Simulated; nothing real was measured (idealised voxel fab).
Process module under the name voxel wiring stack
Shown is cross-section cut, with a width of 205 nm and square cells of size 5 nm.
A cross-section is a grid of square cells, given in bands from the top down. A band is one or more rows of cells. Quick guide to a band line: top height, bottom height (nm) up front; then every material left to right with its width in nm. Only one material and it's marked "edge to edge"? Then it fills the band edge to edge. And "air" just means empty space. Basically, 0 is our baseline, since under it the wafer straight out of the box is all one material. The bottom band has no lower end and keeps on going down, so it looks like "0 -> down". You'd read "30->40" like this: the band's top row of cells is as wide as the first number, its bottom row is as wide as the second, and going down, every row changes width by the same amount as the row before did. Where a step carries "identical to before", the cross-section came out of it unchanged, cell for cell. In "closed voids" the enclosed voids are listed, meaning empty spaces of 8 cells or larger without any opening to the top. The form is width x height at distance, distance from the left edge, units nm. Anything after a step's settings on that line? It's the simulator's own note about the step. Among the settings permitted on a step's line is "overlay nm"; applied to a step with a mask, it specifies the extent to which the mask lay to the right of its planned position, whereas a negative figure signifies a position to the left.

# Planned process steps
1) RECEIVE, material Si
2) CONFORMAL_DEP, material SiO2, thk nm 15
3) DIRECTIONAL_DEP, material TiN, thk nm 5
4) DIRECTIONAL_DEP, material W, thk nm 20
5) PATTERN, tone cover, mask id METAL_1, material resist, width nm 30, pitch nm 45, thk nm 15, overlay nm 0
6) DIRECTIONAL_ETCH, etch materials W, depth nm 20
7) DIRECTIONAL_ETCH, etch materials TiN, depth nm 5
8) STRIP, etch materials resist
9) FILL_DEP, material lowk, thk nm 10
10) CMP, height nm 40
11) CONFORMAL_DEP, material SiCN, thk nm 5
12) DIRECTIONAL_DEP, material lowk, thk nm 15
13) DIRECTIONAL_DEP, material aC, thk nm 15
14) PATTERN, tone open, mask id PLUG_1, material resist, width nm 15, pitch nm 45, thk nm 30, overlay nm -5
15) DIRECTIONAL_ETCH, etch materials aC, depth nm 15
16) STRIP, etch materials resist
17) DIRECTIONAL_ETCH, etch materials lowk, depth nm 15
18) DIRECTIONAL_ETCH, etch materials SiCN, depth nm 5
19) STRIP, etch materials aC
20) EPI, material Ru, thk nm 10
21) EPI, material Ru, thk nm 10
22) DIRECTIONAL_DEP, material TiN, thk nm 5
23) DIRECTIONAL_DEP, material Ru, thk nm 25
24) PATTERN, tone cover, mask id METAL_2, material resist, width nm 30, pitch nm 45, thk nm 15, overlay nm 0
25) DIRECTIONAL_ETCH, etch materials Ru, depth nm 25
26) DIRECTIONAL_ETCH, etch materials TiN, depth nm 5
27) STRIP, etch materials resist
28) FILL_DEP, material SiO2, thk nm 10
29) CMP, height nm 90
30) CONFORMAL_DEP, material SiCN, thk nm 5
31) DIRECTIONAL_DEP, material SiO2, thk nm 15
32) DIRECTIONAL_DEP, material aC, thk nm 15
33) PATTERN, tone open, mask id PLUG_2, material resist, width nm 15, pitch nm 90, thk nm 35, overlay nm 0
34) DIRECTIONAL_ETCH, etch materials aC, depth nm 15
35) STRIP, etch materials resist
36) DIRECTIONAL_ETCH, etch materials SiO2, depth nm 15
37) DIRECTIONAL_ETCH, etch materials SiCN, depth nm 5
38) STRIP, etch materials aC
39) CONFORMAL_DEP, material TiN, thk nm 5
40) FILL_DEP, material Ru, thk nm 5
41) CMP, height nm 110
42) DIRECTIONAL_DEP, material TiN, thk nm 5
43) DIRECTIONAL_DEP, material Ru, thk nm 15
44) MASKED_ETCH, tone cover, mask id METAL_3, width nm 30, pitch nm 45, etch materials Ru, depth nm 15, overlay nm 0
45) MASKED_ETCH, tone cover, mask id METAL_3, width nm 30, pitch nm 45, etch materials TiN, depth nm 5, overlay nm 0
46) CONFORMAL_DEP, material SiCN, thk nm 5
47) FILL_DEP, material SiO2, thk nm 5
48) CMP, height nm 130
49) CONFORMAL_DEP, material SiN, thk nm 5
The wafers are alike at the start. At step 14, their overlay nm differs. The plan lists the first wafer's value.

# Cross-section, first of several wafers, as delivered after step 1
    0 -> down | Si edge to edge
    closed voids: none

# The first of several wafers, seen in cross-section after the module's last step, step 49
    135 -> 130 | SiN edge to edge
    130 -> 115 | 15 of SiO2  5 of SiCN  30 of Ru  5 of SiCN  5 of SiO2  5 of SiCN  30 of Ru  5 of SiCN  5 of SiO2  5 of SiCN  30 of Ru  5 of SiCN  5 of SiO2  5 of SiCN  30 of Ru  5 of SiCN  15 of SiO2
    115 -> 110 | 20 of SiCN  30 of TiN  15 of SiCN  30 of TiN  15 of SiCN  30 of TiN  15 of SiCN  30 of TiN  20 of SiCN
    110 -> 95 | 20 of SiO2  5 of TiN  5 of Ru  5 of TiN  75 of SiO2  5 of TiN  5 of Ru  5 of TiN  80 of SiO2
    95 -> 90 | 20 of SiCN  15 of TiN  75 of SiCN  15 of TiN  80 of SiCN
    90 -> 65 | 20 of SiO2  30 of Ru  15 of SiO2  30 of Ru  15 of SiO2  30 of Ru  15 of SiO2  30 of Ru  20 of SiO2
    65 -> 60 | 20 of SiO2  30 of TiN  15 of SiO2  30 of TiN  15 of SiO2  30 of TiN  15 of SiO2  30 of TiN  20 of SiO2
    60 -> 45 | 15 of lowk  15 of Ru  30 of lowk  15 of Ru  30 of lowk  15 of Ru  30 of lowk  15 of Ru  40 of lowk
    45 -> 40 | 15 of SiCN  15 of Ru  30 of SiCN  15 of Ru  30 of SiCN  15 of Ru  30 of SiCN  15 of Ru  40 of SiCN
    40 -> 20 | 20 of lowk  30 of W  15 of lowk  30 of W  15 of lowk  30 of W  15 of lowk  30 of W  20 of lowk
    20 -> 15 | 20 of lowk  30 of TiN  15 of lowk  30 of TiN  15 of lowk  30 of TiN  15 of lowk  30 of TiN  20 of lowk
    15 -> 0 | SiO2 edge to edge
    0 -> down | Si edge to edge
    closed voids: none

# Cross-sectional view, end of module, last wafer of several
    135 -> 130 | SiN edge to edge
    130 -> 115 | 15 of SiO2  5 of SiCN  30 of Ru  5 of SiCN  5 of SiO2  5 of SiCN  30 of Ru  5 of SiCN  5 of SiO2  5 of SiCN  30 of Ru  5 of SiCN  5 of SiO2  5 of SiCN  30 of Ru  5 of SiCN  15 of SiO2
    115 -> 110 | 20 of SiCN  30 of TiN  15 of SiCN  30 of TiN  15 of SiCN  30 of TiN  15 of SiCN  30 of TiN  20 of SiCN
    110 -> 95 | 20 of SiO2  5 of TiN  5 of Ru  5 of TiN  75 of SiO2  5 of TiN  5 of Ru  5 of TiN  80 of SiO2
    95 -> 90 | 20 of SiCN  15 of TiN  75 of SiCN  15 of TiN  80 of SiCN
    90 -> 65 | 20 of SiO2  30 of Ru  15 of SiO2  30 of Ru  15 of SiO2  30 of Ru  15 of SiO2  30 of Ru  20 of SiO2
    65 -> 60 | 20 of SiO2  30 of TiN  15 of SiO2  30 of TiN  15 of SiO2  30 of TiN  15 of SiO2  30 of TiN  20 of SiO2
    60 -> 45 | 35 of lowk  15 of Ru  30 of lowk  15 of Ru  30 of lowk  15 of Ru  30 of lowk  15 of Ru  20 of lowk
    45 -> 40 | 35 of SiCN  15 of Ru  30 of SiCN  15 of Ru  30 of SiCN  15 of Ru  30 of SiCN  15 of Ru  20 of SiCN
    40 -> 20 | 20 of lowk  30 of W  15 of lowk  30 of W  15 of lowk  30 of W  15 of lowk  30 of W  20 of lowk
    20 -> 15 | 20 of lowk  30 of TiN  15 of lowk  30 of TiN  15 of lowk  30 of TiN  15 of lowk  30 of TiN  20 of lowk
    15 -> 0 | SiO2 edge to edge
    0 -> down | Si edge to edge
    closed voids: none

# Below: a row per wafer. Contents at end of module: for every material, cells gained since receipt (+) or lost since receipt (-); then closed voids
overlay nm -5; +246 Ru; +105 SiCN; +41 SiN; +357 SiO2; +90 TiN; +96 W; +172 lowk; closed voids: none
overlay nm 0; +246 Ru; +105 SiCN; +41 SiN; +357 SiO2; +90 TiN; +96 W; +172 lowk; closed voids: none
overlay nm 5; +246 Ru; +105 SiCN; +41 SiN; +357 SiO2; +90 TiN; +96 W; +172 lowk; closed voids: none
overlay nm 10; +246 Ru; +105 SiCN; +41 SiN; +357 SiO2; +90 TiN; +96 W; +172 lowk; closed voids: none
overlay nm 15; +246 Ru; +105 SiCN; +41 SiN; +357 SiO2; +90 TiN; +96 W; +172 lowk; closed voids: none
